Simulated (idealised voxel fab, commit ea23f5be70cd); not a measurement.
Process module in this document: voxel self aligned vias
Cross-section cut: width 205 nm, square cells of 5 nm.
If you're reading a cross-section in this doc, picture square cells in a grid; it comes to you as bands, top ones listed first down to the bottom, and a band can be one or more rows of cells.
First you get the band's top height and its bottom height, in nm, and then the materials it's made of, left to right, with each width in nm. If you see a single material with "throughout", that one covers the band edge to edge. "air" is empty space.
Heights from 0 (as-received wafer is one material below). Bottom band endless downward, as "0 nm and below".
It should be noted that a width expressed as "30..40" varies in equal increments from row to row of cells within the band, taking the value of the first number at the top row and that of the second number at the bottom row.
A step reported as "left unchanged" is a step in which no cell of the cross-section changed.
"Unvented cavities": sealed empty spaces, 8 cells or more, no open way to top, listed width x height at distance, with distance from the left edge and width, height and distance in nm.
Heads up: the bit after the settings on a step's line is the simulator's remark on that step.
overlay nm: how far to the right of its planned place the mask lay on this masked step (negative: to the left).
[These are the steps we planned for the process]
1: RECEIVE (material Si)
2: CONFORMAL_DEP (material SiO2; thk nm 15)
3: CONFORMAL_DEP (material SiCN; thk nm 5)
4: DIRECTIONAL_DEP (material SiO2; thk nm 20)
5: PATTERN (tone open; mask id LINES; material resist; width nm 25; pitch nm 60; thk nm 20; overlay nm 0)
6: DIRECTIONAL_ETCH (etch materials SiO2; depth nm 20)
7: STRIP (etch materials resist)
8: CONFORMAL_DEP (material TiN; thk nm 5)
9: FILL_DEP (material Ru; thk nm 5)
10: CMP (height nm 40)
11: SELECTIVE_ETCH (etch materials W Ru TiN; depth nm 5)
12: FILL_DEP (material SiN; thk nm 5)
13: CMP (height nm 40)
14: DIRECTIONAL_DEP (material SiO2; thk nm 15)
15: MASKED_ETCH (tone open; mask id VIAS; width nm 45; pitch nm 60; etch materials SiO2; depth nm 15; overlay nm 0)
16: MASKED_ETCH (tone open; mask id VIAS; width nm 45; pitch nm 60; etch materials SiN; depth nm 5; overlay nm 0)
17: CONFORMAL_DEP (material TiN; thk nm 5)
18: FILL_DEP (material W; thk nm 5)
19: CMP (height nm 55)
20: CONFORMAL_DEP (material SiN; thk nm 5)
[Wafer cross-section on receipt, i.e. after step 1]
* 0 nm and below: Si throughout
* Unvented cavities: none
[What the wafer looks like in cross-section after this module, when it starts as shown above and follows the plan above but one mistake is made in running it]
* 60 nm to 55 nm: SiN throughout
* 55 nm to 45 nm: SiO2 20; TiN 5; SiN 35; TiN 5; SiO2 15; TiN 5; SiN 35; TiN 5; SiO2 15; TiN 5; SiN 35; TiN 5; SiO2 20
* 45 nm to 40 nm: SiO2 20; TiN 15; SiN 15; TiN 15; SiO2 15; TiN 15; SiN 15; TiN 15; SiO2 15; TiN 15; SiN 15; TiN 15; SiO2 20
* 40 nm to 35 nm: SiO2 30; TiN 25; SiO2 35; TiN 25; SiO2 35; TiN 25; SiO2 30
* 35 nm to 25 nm: SiO2 30; TiN 5; Ru 15; TiN 5; SiO2 35; TiN 5; Ru 15; TiN 5; SiO2 35; TiN 5; Ru 15; TiN 5; SiO2 30
* 25 nm to 20 nm: SiO2 30; TiN 25; SiO2 35; TiN 25; SiO2 35; TiN 25; SiO2 30
* 20 nm to 15 nm: SiCN throughout
* 15 nm to 0 nm: SiO2 throughout
* 0 nm and below: Si throughout
* Unvented cavities: none
So what did we get wrong on this run? contrary to plan, step 18 was performed as FILL_DEP (material SiN; thk nm 5)
